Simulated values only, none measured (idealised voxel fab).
process module | voxel self aligned vias
cross-section cut | 230 nm wide | cells 5 nm
A cross-section is a grid of square cells, given in bands from the top down. A band is one or more rows of cells.
Each band's line starts with the height of the band's top and of its bottom, in nm. Then come its materials from left to right, each with its width in nm. One material with "throughout" fills the band from edge to edge. "air" is empty space.
Height 0 is the level under which the wafer as received is all one material. The lowest band goes on downwards, as in "0 down".
A width such as "30 to 40" changes by the same amount from each row of cells to the next, from the band's top row to its bottom row.
"no change" after a step means that no cell of the cross-section changed.
closed voids: empty space of 8 cells or more with no open way to the top, each as width x height at its distance from the left edge, in nm
after a step's settings: what the simulator itself notes on the step
overlay nm, on a step with a mask: how far to the right of its planned place the mask lay; to the left if negative
plan
1 op RECEIVE | material Si
2 op CONFORMAL_DEP | material SiO2 | thk nm 10
3 op CONFORMAL_DEP | material SiCN | thk nm 5
4 op DIRECTIONAL_DEP | material SiO2 | thk nm 25
5 op PATTERN | tone open | mask id LINES | material resist | width nm 20 | pitch nm 55 | thk nm 20 | overlay nm 0
6 op DIRECTIONAL_ETCH | etch materials SiO2 | depth nm 25
7 op STRIP | etch materials resist
8 op CONFORMAL_DEP | material TiN | thk nm 5
9 op FILL_DEP | material W | thk nm 5
10 op CMP | height nm 40
11 op SELECTIVE_ETCH | etch materials W Ru TiN | depth nm 10
12 op FILL_DEP | material SiN | thk nm 10
13 op CMP | height nm 40
14 op DIRECTIONAL_DEP | material SiO2 | thk nm 20
15 op DIRECTIONAL_DEP | material aC | thk nm 15
16 op PATTERN | tone open | mask id VIAS | material resist | width nm 40 | pitch nm 55 | thk nm 30 | overlay nm 0
17 op DIRECTIONAL_ETCH | etch materials aC | depth nm 15
18 op STRIP | etch materials resist
19 op DIRECTIONAL_ETCH | etch materials SiO2 | depth nm 20
20 op DIRECTIONAL_ETCH | etch materials SiN | depth nm 10
21 op STRIP | etch materials aC
22 op CONFORMAL_DEP | material TiN | thk nm 5
23 op FILL_DEP | material Ru | thk nm 5
24 op CMP | height nm 60
25 op CONFORMAL_DEP | material SiCN | thk nm 5
as received, after step 1
  0 down: Si throughout
  closed voids: none
a wafer at the end: this start, this plan, one mistake
  65 to 60: SiCN throughout
  60 to 45: SiO2 65 | TiN 5 | SiN 30 | TiN 5 | SiO2 15 | TiN 5 | SiN 30 | TiN 5 | SiO2 70
  45 to 35: SiO2 65 to 75 | TiN 15 to 5 | SiN 10 | TiN 15 to 5 | SiO2 15 to 35 | TiN 15 to 5 | SiN 10 | TiN 15 to 5 | SiO2 70 to 80
  35 to 30: SiO2 75 | TiN 20 | SiO2 35 | TiN 20 | SiO2 80
  30 to 20: SiO2 75 | TiN 5 | W 10 | TiN 5 | SiO2 35 | TiN 5 | W 10 | TiN 5 | SiO2 80
  20 to 15: SiO2 75 | TiN 20 | SiO2 35 | TiN 20 | SiO2 80
  15 to 10: SiCN throughout
  10 to 0: SiO2 throughout
  0 down: Si throughout
  closed voids: none
what went wrong: step 23 ran as: op FILL_DEP | material SiN | thk nm 5
